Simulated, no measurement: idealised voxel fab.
process module | voxel gate over fins
cross-section cut | 270 nm wide | cells 5 nm
A cross-section is a grid of square cells, given in bands from the top down. A band is one or more rows of cells.
Each band's line starts with the height of the band's top and of its bottom, in nm. Then come its materials from left to right, each with its width in nm. One material with "throughout" fills the band from edge to edge. "air" is empty space.
Height 0 is the level under which the wafer as received is all one material. The lowest band goes on downwards, as in "0 down".
A width such as "30 to 40" changes by the same amount from each row of cells to the next, from the band's top row to its bottom row.
"no change" after a step means that no cell of the cross-section changed.
closed voids: empty space of 8 cells or more with no open way to the top, each as width x height at its distance from the left edge, in nm
after a step's settings: what the simulator itself notes on the step
overlay nm, on a step with a mask: how far to the right of its planned place the mask lay; to the left if negative
plan
1 op RECEIVE | material Si
2 op CONFORMAL_DEP | material SiN | thk nm 10
3 op PATTERN | tone cover | mask id FINS | material resist | width nm 15 | pitch nm 40 | thk nm 20 | overlay nm 0
4 op DIRECTIONAL_ETCH | etch materials SiN | depth nm 10
5 op DIRECTIONAL_ETCH | etch materials Si | depth nm 35
6 op STRIP | etch materials resist
7 op FILL_DEP | material SiO2 | thk nm 15
8 op CMP | height nm 10
9 op SELECTIVE_ETCH | etch materials SiO2 | depth nm 20
10 op STRIP | etch materials SiN
11 op CONFORMAL_DEP | material HfO2 | thk nm 5
12 op CONFORMAL_DEP | material TiN | thk nm 5
13 op CONFORMAL_DEP | material TiAl | thk nm 5
14 op CONFORMAL_DEP | material TiN | thk nm 5
15 op FILL_DEP | material W | thk nm 10
16 op CMP | height nm 25
17 op CONFORMAL_DEP | material SiCN | thk nm 10
varied across the wafers: width nm of step 3. The plan shows the first wafer's value. All wafers start alike
first wafer as received, after step 1
  0 down: Si throughout
  closed voids: none
each wafer at the end: cells of each material gained (+) or lost (-) since it was received, then its closed voids
width nm 15 | +66 HfO2 | -315 Si | +108 SiCN | +225 SiO2 | +62 TiAl | +124 TiN | +108 W | closed voids: none
width nm 20 | +66 HfO2 | -294 Si | +108 SiCN | +210 SiO2 | +58 TiAl | +124 TiN | +106 W | closed voids: none
width nm 25 | +66 HfO2 | -273 Si | +108 SiCN | +195 SiO2 | +58 TiAl | +120 TiN | +104 W | closed voids: none
